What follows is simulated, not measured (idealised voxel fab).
Presented below is a process module, voxel self aligned vias.
185 nm wide, 5 nm square cells: that's cross-section cut.
Notation: cross-section as square-cell grid; stated in bands, top first, going down; one or more cell rows per band. Band entry format. Leading values: height of top, height of bottom, nm. Remainder: materials in left-to-right order, each with its width in nm. Special words: "full width" on a single material, which then fills the band edge to edge; "air", empty space. All heights in this document are referenced to 0, defined as the level beneath which the wafer, as received, consists entirely of one material. The lowest band is not bounded below; it extends indefinitely downward and is written in the form "0..down". Per-row width for "30 to 40": begins at first number (top row of band), ends at second number (bottom row), increment between rows held constant. Step marked "changes: none"? Then no cell in the cross-section changed in it. The list in "Sealed void listing" covers empty spaces of 8 cells or more that cannot reach the top through any open way, and it gives each as width x height at distance; the distance is from the left edge, and width, height and distance are in nm. Past the settings on a step's line: simulator remark, on that step. overlay nm: mask offset rightward from planned place, masked step; negative means leftward offset.
Plan
1. RECEIVE | material Si
2. CONFORMAL_DEP | material SiO2 | thk nm 15
3. CONFORMAL_DEP | material SiCN | thk nm 5
4. DIRECTIONAL_DEP | material SiO2 | thk nm 30
5. DIRECTIONAL_DEP | material aC | thk nm 15
6. PATTERN | tone open | mask id LINES | material resist | width nm 30 | pitch nm 70 | thk nm 30 | overlay nm 0
7. DIRECTIONAL_ETCH | etch materials aC | depth nm 15
8. STRIP | etch materials resist
9. DIRECTIONAL_ETCH | etch materials SiO2 | depth nm 30
10. STRIP | etch materials aC
11. CONFORMAL_DEP | material TiN | thk nm 5
12. FILL_DEP | material W | thk nm 10
13. CMP | height nm 50
14. SELECTIVE_ETCH | etch materials W Ru TiN | depth nm 5
15. FILL_DEP | material SiN | thk nm 5
16. CMP | height nm 50
17. DIRECTIONAL_DEP | material SiO2 | thk nm 15
18. MASKED_ETCH | tone open | mask id VIAS | width nm 40 | pitch nm 70 | etch materials SiO2 | depth nm 15 | overlay nm 0
19. MASKED_ETCH | tone open | mask id VIAS | width nm 40 | pitch nm 70 | etch materials SiN | depth nm 5 | overlay nm 0
20. CONFORMAL_DEP | material TiN | thk nm 5
21. FILL_DEP | material W | thk nm 5
22. CMP | height nm 65
23. CONFORMAL_DEP | material SiCN | thk nm 5
Shown in cross-section is the wafer as received, that is, as it stands after step 1
* 0..down | Si full width
* Sealed void listing: none
First of two wafers, end-of-module section, run followed plan
* 70..65 | SiCN full width
* 65..55 | SiO2=35, then TiN=5, then W=30, then TiN=5, then SiO2=30, then TiN=5, then W=30, then TiN=5, then SiO2=40
* 55..50 | SiO2=35, then TiN=10, then W=20, then TiN=10, then SiO2=30, then TiN=10, then W=20, then TiN=10, then SiO2=40
* 50..45 | SiO2=40, then TiN=30, then SiO2=40, then TiN=30, then SiO2=45
* 45..25 | SiO2=40, then TiN=5, then W=20, then TiN=5, then SiO2=40, then TiN=5, then W=20, then TiN=5, then SiO2=45
* 25..20 | SiO2=40, then TiN=30, then SiO2=40, then TiN=30, then SiO2=45
* 20..15 | SiCN full width
* 15..0 | SiO2 full width
* 0..down | Si full width
* Sealed void listing: none
Second of two wafers, module complete, sectioned: it shares the first wafer's start and plan but was run with one mistake
* 70..65 | SiCN full width
* 65..50 | aC full width
* 50..45 | SiO2=40, then SiN=30, then SiO2=40, then SiN=30, then SiO2=45
* 45..25 | SiO2=40, then TiN=5, then W=20, then TiN=5, then SiO2=40, then TiN=5, then W=20, then TiN=5, then SiO2=45
* 25..20 | SiO2=40, then TiN=30, then SiO2=40, then TiN=30, then SiO2=45
* 20..15 | SiCN full width
* 15..0 | SiO2 full width
* 0..down | Si full width
* Sealed void listing: none
Want to know what went wrong? planned and actual differ for step 17; actual: DIRECTIONAL_DEP | material aC | thk nm 15
Final cells, second wafer relative to first, materials higher or lower: SiN: 12 more; SiO2: 63 fewer; TiN: 28 fewer; W: 32 fewer; aC: 111 more
